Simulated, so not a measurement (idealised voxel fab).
process module | voxel gate over fins
cross-section cut | 265 nm wide | cells 5 nm
A cross-section is a grid of square cells, given in bands from the top down. A band is one or more rows of cells.
Each band's line starts with the height of the band's top and of its bottom, in nm. Then come its materials from left to right, each with its width in nm. One material with "throughout" fills the band from edge to edge. "air" is empty space.
Height 0 is the level under which the wafer as received is all one material. The lowest band goes on downwards, as in "0 down".
A width such as "30 to 40" changes by the same amount from each row of cells to the next, from the band's top row to its bottom row.
"no change" after a step means that no cell of the cross-section changed.
closed voids: empty space of 8 cells or more with no open way to the top, each as width x height at its distance from the left edge, in nm
after a step's settings: what the simulator itself notes on the step
overlay nm, on a step with a mask: how far to the right of its planned place the mask lay; to the left if negative
plan
1 op RECEIVE | material Si
2 op CONFORMAL_DEP | material SiN | thk nm 10
3 op DIRECTIONAL_DEP | material aC | thk nm 10
4 op PATTERN | tone cover | mask id FINS | material resist | width nm 15 | pitch nm 50 | thk nm 30 | overlay nm 0
5 op DIRECTIONAL_ETCH | etch materials aC | depth nm 10
6 op STRIP | etch materials resist
7 op DIRECTIONAL_ETCH | etch materials SiN | depth nm 10
8 op DIRECTIONAL_ETCH | etch materials Si | depth nm 30
9 op STRIP | etch materials aC
10 op FILL_DEP | material SiO2 | thk nm 10
11 op CMP | height nm 10
12 op PATTERN | tone open | mask id RAIL | material resist | width nm 15 | thk nm 20 | overlay nm 0
13 op DIRECTIONAL_ETCH | etch materials SiO2 | depth nm 35
14 op STRIP | etch materials resist
15 op CONFORMAL_DEP | material TiN | thk nm 5
16 op FILL_DEP | material W | thk nm 10
17 op CMP | height nm 10
18 op SELECTIVE_ETCH | etch materials W Ru TiN | depth nm 25
19 op FILL_DEP | material SiO2 | thk nm 5
20 op CMP | height nm 10
21 op SELECTIVE_ETCH | etch materials SiO2 | depth nm 20
22 op STRIP | etch materials SiN
23 op CONFORMAL_DEP | material HfO2 | thk nm 5
24 op CONFORMAL_DEP | material TiN | thk nm 5
25 op FILL_DEP | material W | thk nm 15
26 op CMP | height nm 20
27 op CONFORMAL_DEP | material SiCN | thk nm 5
as received, after step 1
  0 down: Si throughout
  closed voids: none
a wafer at the end: this start, this plan, one mistake
  25 to 20: SiCN throughout
  20 to 10: W throughout
  10 to 5: W 90 | TiN 35 | W 15 | TiN 35 | W 90
  5 to 0: W 90 | TiN 5 | HfO2 25 | TiN 5 | W 15 | TiN 5 | HfO2 25 | TiN 5 | W 90
  0 to -5: TiN 95 | HfO2 5 | Si 15 | HfO2 5 | TiN 25 | HfO2 5 | Si 15 | HfO2 5 | TiN 95
  -5 to -10: HfO2 100 | Si 15 | HfO2 35 | Si 15 | HfO2 100
  -10 to -15: SiO2 100 | Si 15 | SiO2 35 | Si 15 | SiO2 100
  -15 to -20: SiO2 100 | Si 15 | SiO2 10 | TiN 5 | W 5 | TiN 5 | SiO2 10 | Si 15 | SiO2 100
  -20 to -25: SiO2 100 | Si 15 | SiO2 10 | TiN 15 | SiO2 10 | Si 15 | SiO2 100
  -25 to -60: SiO2 100 | Si 15 | SiO2 35 | Si 15 | SiO2 100
  -60 down: Si throughout
  closed voids: none
what went wrong: step 8 was run twice
